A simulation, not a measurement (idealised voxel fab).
A process module follows: voxel lift off.
Square cells of 5 nm make up the cross-section cut, whose width is 200 nm.
This document writes a cross-section as a grid whose cells are square, and gives it as bands, listed from the top down; one or more rows of cells form a band.
Band entry format. Leading values: height of top, height of bottom, nm. Remainder: materials in left-to-right order, each with its width in nm. Special words: "edge to edge" on a single material, which then fills the band edge to edge; "empty", empty space.
Heights are expressed relative to 0, this being the level below which the as-received wafer comprises one material exclusively. The lowest band is unbounded in the downward direction and is denoted as in "0 nm and below".
A width such as "30 to 40" changes by the same amount from each row of cells to the next, from the band's top row to its bottom row.
Any step labelled "no modifications" changed none of the cells in the cross-section.
"Tabulated closed voids" means: voids of 8 cells or more that are shut off from the top with no open way through. Written width x height at distance, distance from the left edge, in nm.
Past the settings on a step's line: simulator remark, on that step.
The optional step-line setting "overlay nm" applies to steps with a mask and quantifies how far to the right of its planned location the mask lay, a negative value indicating leftward placement.

Process steps - plan:
step 1: RECEIVE | material Si
step 2: CONFORMAL_DEP | material Al2O3 | thk nm 5
step 3: PATTERN | tone open | mask id LINES | material resist | width nm 20 | pitch nm 45 | thk nm 15 | overlay nm 0
step 4: DIRECTIONAL_DEP | material Ru | thk nm 5
step 5: STRIP | etch materials resist
step 6: CONFORMAL_DEP | material SiO2 | thk nm 5

Concerning the first of two wafers, which was run in accordance with the plan:

Cross-section, incoming material, after step 1:
- 0 nm and below | Si edge to edge
- Tabulated closed voids: none

Cross-section: wafer state after step 2:
- 5 nm to 0 nm | Al2O3 edge to edge
- Below 0 it's all the same as before, nothing changed down there.

Cross-section: wafer state after step 3:
- 20 nm to 5 nm | resist 45 / empty 20 / resist 25 / empty 20 / resist 25 / empty 20 / resist 45
- Below 5 it's all the same as before, nothing changed down there.

Cross-section: wafer state after step 4:
- 25 nm to 20 nm | Ru 45 / empty 20 / Ru 25 / empty 20 / Ru 25 / empty 20 / Ru 45
- 20 nm to 10 nm | resist 45 / empty 20 / resist 25 / empty 20 / resist 25 / empty 20 / resist 45
- 10 nm to 5 nm | resist 45 / Ru 20 / resist 25 / Ru 20 / resist 25 / Ru 20 / resist 45
- Below 5 it's all the same as before, nothing changed down there.

Cross-section: wafer state after step 5:
- 10 nm to 5 nm | empty 45 / Ru 20 / empty 25 / Ru 20 / empty 25 / Ru 20 / empty 45
- Below 5 it's all the same as before, nothing changed down there.

Cross-section: wafer state after step 6:
- 15 nm to 10 nm | empty 40 / SiO2 30 / empty 15 / SiO2 30 / empty 15 / SiO2 30 / empty 40
- 10 nm to 5 nm | SiO2 45 / Ru 20 / SiO2 25 / Ru 20 / SiO2 25 / Ru 20 / SiO2 45
- Below 5 it's all the same as before, nothing changed down there.

Okay, second wafer. Nothing different at the start, nothing different in the plan, just one mistake somewhere in the running. As far as step 5, counting that step, it's the first wafer all over again:

Here is the second wafer in cross-section at the point where step 6 of the plan should have been done:
- 15 nm to 10 nm | empty 40 / Al2O3 30 / empty 15 / Al2O3 30 / empty 15 / Al2O3 30 / empty 40
- 10 nm to 5 nm | Al2O3 45 / Ru 20 / Al2O3 25 / Ru 20 / Al2O3 25 / Ru 20 / Al2O3 45
- Below 5 it's all the same as before, nothing changed down there.
Nonconformance to the process plan: step 6 ran differently from the plan; actual operation with settings: CONFORMAL_DEP | material Al2O3 | thk nm 5
Materials where the second wafer ends with more or fewer cells than the first: Al2O3 +46; SiO2 -46
